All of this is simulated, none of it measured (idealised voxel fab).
You're looking at the process module voxel wiring stack.
FYI the section here is cut, 180 nm wide, cells are 5 nm squares.
Cross-section layout: square cells on a grid; listed as bands, top to bottom; a band spans one or more cell rows. Top, bottom (nm), then materials left to right with widths (nm); lone material tagged "everywhere" fills the whole band edge to edge; "blank" = empty space. Heights are expressed relative to 0, this being the level below which the as-received wafer comprises one material exclusively. The lowest band is unbounded in the downward direction and is denoted as in "0 and below". Think of "30->40" as a width that walks from the first number to the second as you go down the band, top row to bottom row, taking equal-sized steps from row to row. Where a step carries "nothing altered", the cross-section came out of it unchanged, cell for cell. If an empty space has no open way to the top and is at least 8 cells in size, "Sealed internal cavities" lists it, written width x height at distance, where distance is measured from the left edge and every value is in nm. Post-settings text on a step line: simulator's own remark regarding the step. A step line may carry the setting "overlay nm", which, for steps involving a mask, states the distance by which the mask lay to the right of its intended position; negative values denote displacement to the left.
Below is the list of planned process steps
1. op RECEIVE | material Si
2. op CONFORMAL_DEP | material SiO2 | thk nm 15
3. op DIRECTIONAL_DEP | material TiN | thk nm 5
4. op DIRECTIONAL_DEP | material W | thk nm 20
5. op DIRECTIONAL_DEP | material aC | thk nm 10
6. op PATTERN | tone cover | mask id METAL_1 | material resist | width nm 30 | pitch nm 60 | thk nm 25 | overlay nm 0
7. op DIRECTIONAL_ETCH | etch materials aC | depth nm 10
8. op STRIP | etch materials resist
9. op DIRECTIONAL_ETCH | etch materials W | depth nm 20
10. op DIRECTIONAL_ETCH | etch materials TiN | depth nm 5
11. op STRIP | etch materials aC
12. op FILL_DEP | material lowk | thk nm 5
13. op CMP | height nm 40
14. op CONFORMAL_DEP | material SiCN | thk nm 5
15. op DIRECTIONAL_DEP | material SiO2 | thk nm 20
16. op DIRECTIONAL_DEP | material aC | thk nm 15
17. op PATTERN | tone open | mask id PLUG_1 | material resist | width nm 15 | pitch nm 60 | thk nm 35 | overlay nm 0
18. op DIRECTIONAL_ETCH | etch materials aC | depth nm 15
19. op STRIP | etch materials resist
20. op DIRECTIONAL_ETCH | etch materials SiO2 | depth nm 20
21. op DIRECTIONAL_ETCH | etch materials SiCN | depth nm 5
22. op STRIP | etch materials aC
23. op EPI | material Ru | thk nm 10
24. op EPI | material Ru | thk nm 10
25. op EPI | material Ru | thk nm 5
26. op DIRECTIONAL_DEP | material TiN | thk nm 5
27. op DIRECTIONAL_DEP | material Ru | thk nm 15
28. op MASKED_ETCH | tone cover | mask id METAL_2 | width nm 30 | pitch nm 60 | etch materials Ru | depth nm 15 | overlay nm 0
29. op MASKED_ETCH | tone cover | mask id METAL_2 | width nm 30 | pitch nm 60 | etch materials TiN | depth nm 5 | overlay nm 0
30. op CONFORMAL_DEP | material SiCN | thk nm 5
31. op FILL_DEP | material lowk | thk nm 5
32. op CMP | height nm 85
33. op CONFORMAL_DEP | material SiCN | thk nm 5
First wafer, two in total, run as planned
As-received wafer cross-section (after step 1)
  0 and below = Si everywhere
  Sealed internal cavities: none
Step 2 done - wafer cross-section
  15 down to 0 = SiO2 everywhere
  Unchanged below 0.
Step 3 done - wafer cross-section
  20 down to 15 = TiN everywhere
  Unchanged below 15.
Step 4 done - wafer cross-section
  40 down to 20 = W everywhere
  Unchanged below 20.
Step 5 done - wafer cross-section
  50 down to 40 = aC everywhere
  Unchanged below 40.
Step 6 done - wafer cross-section
  75 down to 50 = 15 nm blank; 30 nm resist; 30 nm blank; 30 nm resist; 30 nm blank; 30 nm resist; 15 nm blank
  Unchanged below 50.
Step 7 done - wafer cross-section
  65 down to 50 = 15 nm blank; 30 nm resist; 30 nm blank; 30 nm resist; 30 nm blank; 30 nm resist; 15 nm blank
  50 down to 40 = 15 nm blank; 30 nm aC; 30 nm blank; 30 nm aC; 30 nm blank; 30 nm aC; 15 nm blank
  Unchanged below 40.
Step 8 done - wafer cross-section
  50 down to 40 = 15 nm blank; 30 nm aC; 30 nm blank; 30 nm aC; 30 nm blank; 30 nm aC; 15 nm blank
  Unchanged below 40.
Step 9 done - wafer cross-section
  50 down to 40 = 15 nm blank; 30 nm aC; 30 nm blank; 30 nm aC; 30 nm blank; 30 nm aC; 15 nm blank
  40 down to 20 = 15 nm blank; 30 nm W; 30 nm blank; 30 nm W; 30 nm blank; 30 nm W; 15 nm blank
  Unchanged below 20.
Step 10 done - wafer cross-section
  50 down to 40 = 15 nm blank; 30 nm aC; 30 nm blank; 30 nm aC; 30 nm blank; 30 nm aC; 15 nm blank
  40 down to 20 = 15 nm blank; 30 nm W; 30 nm blank; 30 nm W; 30 nm blank; 30 nm W; 15 nm blank
  20 down to 15 = 15 nm blank; 30 nm TiN; 30 nm blank; 30 nm TiN; 30 nm blank; 30 nm TiN; 15 nm blank
  Unchanged below 15.
Step 11 done - wafer cross-section
  40 down to 20 = 15 nm blank; 30 nm W; 30 nm blank; 30 nm W; 30 nm blank; 30 nm W; 15 nm blank
  Unchanged below 20.
Step 12 done - wafer cross-section
  45 down to 40 = lowk everywhere
  40 down to 20 = 15 nm lowk; 30 nm W; 30 nm lowk; 30 nm W; 30 nm lowk; 30 nm W; 15 nm lowk
  20 down to 15 = 15 nm lowk; 30 nm TiN; 30 nm lowk; 30 nm TiN; 30 nm lowk; 30 nm TiN; 15 nm lowk
  Unchanged below 15.
Step 13 done - wafer cross-section
  40 down to 20 = 15 nm lowk; 30 nm W; 30 nm lowk; 30 nm W; 30 nm lowk; 30 nm W; 15 nm lowk
  Unchanged below 20.
Step 14 done - wafer cross-section
  45 down to 40 = SiCN everywhere
  Unchanged below 40.
Step 15 done - wafer cross-section
  65 down to 45 = SiO2 everywhere
  Unchanged below 45.
Step 16 done - wafer cross-section
  80 down to 65 = aC everywhere
  Unchanged below 65.
Step 17 done - wafer cross-section
  115 down to 80 = 15 nm resist; 15 nm blank; 45 nm resist; 15 nm blank; 45 nm resist; 15 nm blank; 30 nm resist
  Unchanged below 80.
Step 18 done - wafer cross-section
  100 down to 80 = 15 nm resist; 15 nm blank; 45 nm resist; 15 nm blank; 45 nm resist; 15 nm blank; 30 nm resist
  80 down to 65 = 15 nm aC; 15 nm blank; 45 nm aC; 15 nm blank; 45 nm aC; 15 nm blank; 30 nm aC
  Unchanged below 65.
Step 19 done - wafer cross-section
  80 down to 65 = 15 nm aC; 15 nm blank; 45 nm aC; 15 nm blank; 45 nm aC; 15 nm blank; 30 nm aC
  Unchanged below 65.
Step 20 done - wafer cross-section
  80 down to 65 = 15 nm aC; 15 nm blank; 45 nm aC; 15 nm blank; 45 nm aC; 15 nm blank; 30 nm aC
  65 down to 45 = 15 nm SiO2; 15 nm blank; 45 nm SiO2; 15 nm blank; 45 nm SiO2; 15 nm blank; 30 nm SiO2
  Unchanged below 45.
Step 21 done - wafer cross-section
  80 down to 65 = 15 nm aC; 15 nm blank; 45 nm aC; 15 nm blank; 45 nm aC; 15 nm blank; 30 nm aC
  65 down to 45 = 15 nm SiO2; 15 nm blank; 45 nm SiO2; 15 nm blank; 45 nm SiO2; 15 nm blank; 30 nm SiO2
  45 down to 40 = 15 nm SiCN; 15 nm blank; 45 nm SiCN; 15 nm blank; 45 nm SiCN; 15 nm blank; 30 nm SiCN
  Unchanged below 40.
Step 22 done - wafer cross-section
  65 down to 45 = 15 nm SiO2; 15 nm blank; 45 nm SiO2; 15 nm blank; 45 nm SiO2; 15 nm blank; 30 nm SiO2
  Unchanged below 45.
Step 23 done - wafer cross-section
  65 down to 50 = 15 nm SiO2; 15 nm blank; 45 nm SiO2; 15 nm blank; 45 nm SiO2; 15 nm blank; 30 nm SiO2
  50 down to 45 = 15 nm SiO2; 15 nm Ru; 45 nm SiO2; 15 nm Ru; 45 nm SiO2; 15 nm Ru; 30 nm SiO2
  45 down to 40 = 15 nm SiCN; 15 nm Ru; 45 nm SiCN; 15 nm Ru; 45 nm SiCN; 15 nm Ru; 30 nm SiCN
  Unchanged below 40.
Step 24 done - wafer cross-section
  65 down to 60 = 15 nm SiO2; 15 nm blank; 45 nm SiO2; 15 nm blank; 45 nm SiO2; 15 nm blank; 30 nm SiO2
  60 down to 45 = 15 nm SiO2; 15 nm Ru; 45 nm SiO2; 15 nm Ru; 45 nm SiO2; 15 nm Ru; 30 nm SiO2
  Unchanged below 45.
Step 25 done - wafer cross-section
  65 down to 45 = 15 nm SiO2; 15 nm Ru; 45 nm SiO2; 15 nm Ru; 45 nm SiO2; 15 nm Ru; 30 nm SiO2
  Unchanged below 45.
Step 26 done - wafer cross-section
  70 down to 65 = TiN everywhere
  Unchanged below 65.
Step 27 done - wafer cross-section
  85 down to 70 = Ru everywhere
  Unchanged below 70.
Step 28 done - wafer cross-section
  85 down to 70 = 15 nm blank; 30 nm Ru; 30 nm blank; 30 nm Ru; 30 nm blank; 30 nm Ru; 15 nm blank
  Unchanged below 70.
Step 29 done - wafer cross-section
  85 down to 70 = 15 nm blank; 30 nm Ru; 30 nm blank; 30 nm Ru; 30 nm blank; 30 nm Ru; 15 nm blank
  70 down to 65 = 15 nm blank; 30 nm TiN; 30 nm blank; 30 nm TiN; 30 nm blank; 30 nm TiN; 15 nm blank
  Unchanged below 65.
Step 30 done - wafer cross-section
  90 down to 85 = 10 nm blank; 40 nm SiCN; 20 nm blank; 40 nm SiCN; 20 nm blank; 40 nm SiCN; 10 nm blank
  85 down to 70 = 10 nm blank; 5 nm SiCN; 30 nm Ru; 5 nm SiCN; 20 nm blank; 5 nm SiCN; 30 nm Ru; 5 nm SiCN; 20 nm blank; 5 nm SiCN; 30 nm Ru; 5 nm SiCN; 10 nm blank
  70 down to 65 = 15 nm SiCN; 30 nm TiN; 30 nm SiCN; 30 nm TiN; 30 nm SiCN; 30 nm TiN; 15 nm SiCN
  Unchanged below 65.
Step 31 done - wafer cross-section
  95 down to 90 = lowk everywhere
  90 down to 85 = 10 nm lowk; 40 nm SiCN; 20 nm lowk; 40 nm SiCN; 20 nm lowk; 40 nm SiCN; 10 nm lowk
  85 down to 70 = 10 nm lowk; 5 nm SiCN; 30 nm Ru; 5 nm SiCN; 20 nm lowk; 5 nm SiCN; 30 nm Ru; 5 nm SiCN; 20 nm lowk; 5 nm SiCN; 30 nm Ru; 5 nm SiCN; 10 nm lowk
  Unchanged below 70.
Step 32 done - wafer cross-section
  85 down to 70 = 10 nm lowk; 5 nm SiCN; 30 nm Ru; 5 nm SiCN; 20 nm lowk; 5 nm SiCN; 30 nm Ru; 5 nm SiCN; 20 nm lowk; 5 nm SiCN; 30 nm Ru; 5 nm SiCN; 10 nm lowk
  Unchanged below 70.
Step 33 done - wafer cross-section
  90 down to 85 = SiCN everywhere
  Unchanged below 85.
The Second Wafer: Common Origin and Plan, One Mistake in Execution, Identical to the First Through Step 16
Second wafer shown in cross-section at the time step 17 was slated to end
  115 down to 80 = 20 nm resist; 15 nm blank; 45 nm resist; 15 nm blank; 45 nm resist; 15 nm blank; 25 nm resist
  Unchanged below 80.
Second wafer shown in cross-section at the time step 18 was slated to end
  100 down to 80 = 20 nm resist; 15 nm blank; 45 nm resist; 15 nm blank; 45 nm resist; 15 nm blank; 25 nm resist
  80 down to 65 = 20 nm aC; 15 nm blank; 45 nm aC; 15 nm blank; 45 nm aC; 15 nm blank; 25 nm aC
  Unchanged below 65.
Second wafer shown in cross-section at the time step 19 was slated to end
  80 down to 65 = 20 nm aC; 15 nm blank; 45 nm aC; 15 nm blank; 45 nm aC; 15 nm blank; 25 nm aC
  Unchanged below 65.
Second wafer shown in cross-section at the time step 20 was slated to end
  80 down to 65 = 20 nm aC; 15 nm blank; 45 nm aC; 15 nm blank; 45 nm aC; 15 nm blank; 25 nm aC
  65 down to 45 = 20 nm SiO2; 15 nm blank; 45 nm SiO2; 15 nm blank; 45 nm SiO2; 15 nm blank; 25 nm SiO2
  Unchanged below 45.
Second wafer shown in cross-section at the time step 21 was slated to end
  80 down to 65 = 20 nm aC; 15 nm blank; 45 nm aC; 15 nm blank; 45 nm aC; 15 nm blank; 25 nm aC
  65 down to 45 = 20 nm SiO2; 15 nm blank; 45 nm SiO2; 15 nm blank; 45 nm SiO2; 15 nm blank; 25 nm SiO2
  45 down to 40 = 20 nm SiCN; 15 nm blank; 45 nm SiCN; 15 nm blank; 45 nm SiCN; 15 nm blank; 25 nm SiCN
  Unchanged below 40.
Second wafer shown in cross-section at the time step 22 was slated to end
  65 down to 45 = 20 nm SiO2; 15 nm blank; 45 nm SiO2; 15 nm blank; 45 nm SiO2; 15 nm blank; 25 nm SiO2
  Unchanged below 45.
Second wafer shown in cross-section at the time step 23 was slated to end
  65 down to 50 = 20 nm SiO2; 15 nm blank; 45 nm SiO2; 15 nm blank; 45 nm SiO2; 15 nm blank; 25 nm SiO2
  50 down to 45 = 20 nm SiO2; 15 nm Ru; 45 nm SiO2; 15 nm Ru; 45 nm SiO2; 15 nm Ru; 25 nm SiO2
  45 down to 40 = 20 nm SiCN; 15 nm Ru; 45 nm SiCN; 15 nm Ru; 45 nm SiCN; 15 nm Ru; 25 nm SiCN
  Unchanged below 40.
Second wafer shown in cross-section at the time step 24 was slated to end
  65 down to 60 = 20 nm SiO2; 15 nm blank; 45 nm SiO2; 15 nm blank; 45 nm SiO2; 15 nm blank; 25 nm SiO2
  60 down to 45 = 20 nm SiO2; 15 nm Ru; 45 nm SiO2; 15 nm Ru; 45 nm SiO2; 15 nm Ru; 25 nm SiO2
  Unchanged below 45.
Second wafer shown in cross-section at the time step 25 was slated to end
  65 down to 45 = 20 nm SiO2; 15 nm Ru; 45 nm SiO2; 15 nm Ru; 45 nm SiO2; 15 nm Ru; 25 nm SiO2
  Unchanged below 45.
Second wafer shown in cross-section at the time step 26 was slated to end
  70 down to 65 = TiN everywhere
  Unchanged below 65.
Second wafer shown in cross-section at the time step 27 was slated to end
  85 down to 70 = Ru everywhere
  Unchanged below 70.
Second wafer shown in cross-section at the time step 28 was slated to end
  85 down to 70 = 15 nm blank; 30 nm Ru; 30 nm blank; 30 nm Ru; 30 nm blank; 30 nm Ru; 15 nm blank
  Unchanged below 70.
Second wafer shown in cross-section at the time step 29 was slated to end
  85 down to 70 = 15 nm blank; 30 nm Ru; 30 nm blank; 30 nm Ru; 30 nm blank; 30 nm Ru; 15 nm blank
  70 down to 65 = 15 nm blank; 30 nm TiN; 30 nm blank; 30 nm TiN; 30 nm blank; 30 nm TiN; 15 nm blank
  Unchanged below 65.
Second wafer shown in cross-section at the time step 30 was slated to end
  90 down to 85 = 10 nm blank; 40 nm SiCN; 20 nm blank; 40 nm SiCN; 20 nm blank; 40 nm SiCN; 10 nm blank
  85 down to 70 = 10 nm blank; 5 nm SiCN; 30 nm Ru; 5 nm SiCN; 20 nm blank; 5 nm SiCN; 30 nm Ru; 5 nm SiCN; 20 nm blank; 5 nm SiCN; 30 nm Ru; 5 nm SiCN; 10 nm blank
  70 down to 65 = 15 nm SiCN; 30 nm TiN; 30 nm SiCN; 30 nm TiN; 30 nm SiCN; 30 nm TiN; 15 nm SiCN
  Unchanged below 65.
Second wafer shown in cross-section at the time step 31 was slated to end
  95 down to 90 = lowk everywhere
  90 down to 85 = 10 nm lowk; 40 nm SiCN; 20 nm lowk; 40 nm SiCN; 20 nm lowk; 40 nm SiCN; 10 nm lowk
  85 down to 70 = 10 nm lowk; 5 nm SiCN; 30 nm Ru; 5 nm SiCN; 20 nm lowk; 5 nm SiCN; 30 nm Ru; 5 nm SiCN; 20 nm lowk; 5 nm SiCN; 30 nm Ru; 5 nm SiCN; 10 nm lowk
  Unchanged below 70.
Second wafer shown in cross-section at the time step 32 was slated to end
  85 down to 70 = 10 nm lowk; 5 nm SiCN; 30 nm Ru; 5 nm SiCN; 20 nm lowk; 5 nm SiCN; 30 nm Ru; 5 nm SiCN; 20 nm lowk; 5 nm SiCN; 30 nm Ru; 5 nm SiCN; 10 nm lowk
  Unchanged below 70.
Second wafer shown in cross-section at the time step 33 was slated to end
  90 down to 85 = SiCN everywhere
  Unchanged below 85.
Heads up, the wafer didn't run the way we planned it: it should be noted that step 17 was executed with settings other than those planned, the operation and settings actually applied being op PATTERN | tone open | mask id PLUG_1 | material resist | width nm 15 | pitch nm 60 | thk nm 35 | overlay nm 5
Cell counts per material: same on both final wafers. Positions: different.
